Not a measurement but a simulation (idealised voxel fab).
process module | voxel self aligned contacts
cross-section cut | 210 nm wide | cells 5 nm
A cross-section is a grid of square cells, given in bands from the top down. A band is one or more rows of cells.
Each band's line starts with the height of the band's top and of its bottom, in nm. Then come its materials from left to right, each with its width in nm. One material with "throughout" fills the band from edge to edge. "air" is empty space.
Height 0 is the level under which the wafer as received is all one material. The lowest band goes on downwards, as in "0 down".
A width such as "30 to 40" changes by the same amount from each row of cells to the next, from the band's top row to its bottom row.
"no change" after a step means that no cell of the cross-section changed.
closed voids: empty space of 8 cells or more with no open way to the top, each as width x height at its distance from the left edge, in nm
after a step's settings: what the simulator itself notes on the step
overlay nm, on a step with a mask: how far to the right of its planned place the mask lay; to the left if negative
plan
1 op RECEIVE | material Si
2 op OXIDIZE | depth nm 5
3 op DIRECTIONAL_DEP | material polySi | thk nm 30
4 op DIRECTIONAL_DEP | material SiN | thk nm 20
5 op PATTERN | tone cover | mask id GATE | material resist | width nm 30 | pitch nm 65 | thk nm 20 | overlay nm 0
6 op DIRECTIONAL_ETCH | etch materials SiN | depth nm 20
7 op DIRECTIONAL_ETCH | etch materials polySi | depth nm 30
8 op STRIP | etch materials resist
9 op CONFORMAL_DEP | material SiN | thk nm 10
10 op DIRECTIONAL_ETCH | etch materials SiN | depth nm 10
11 op FILL_DEP | material SiO2 | thk nm 15
12 op CMP | height nm 55
13 op PATTERN | tone open | mask id CONTACT | material resist | width nm 45 | pitch nm 65 | thk nm 15 | overlay nm 0
14 op DIRECTIONAL_ETCH | etch materials SiO2 | depth nm 60
15 op STRIP | etch materials resist
16 op CONFORMAL_DEP | material TiN | thk nm 5
17 op FILL_DEP | material W | thk nm 5
18 op CMP | height nm 55
19 op CONFORMAL_DEP | material SiCN | thk nm 5
as received, after step 1
  0 down: Si throughout
  closed voids: none
a wafer at the end: this start, this plan, one mistake
  60 to 55: SiCN throughout
  55 to 50: SiO2 50 | TiN 20 | W 5 | TiN 20 | SiO2 20 | TiN 20 | W 5 | TiN 20 | SiO2 50
  50 to 25: SiO2 15 | SiN 10 | polySi 30 | SiN 10 | TiN 5 | W 5 | TiN 5 | SiN 10 | polySi 30 | SiN 10 | TiN 5 | W 5 | TiN 5 | SiN 10 | polySi 30 | SiN 10 | SiO2 15
  25 to 20: SiO2 15 | SiN 10 | polySi 30 | SiN 10 | TiN 15 | SiN 10 | polySi 30 | SiN 10 | TiN 15 | SiN 10 | polySi 30 | SiN 10 | SiO2 15
  20 to 0: SiN throughout
  0 to -5: SiO2 throughout
  -5 down: Si throughout
  closed voids: none
what went wrong: steps 3 and 4 were swapped
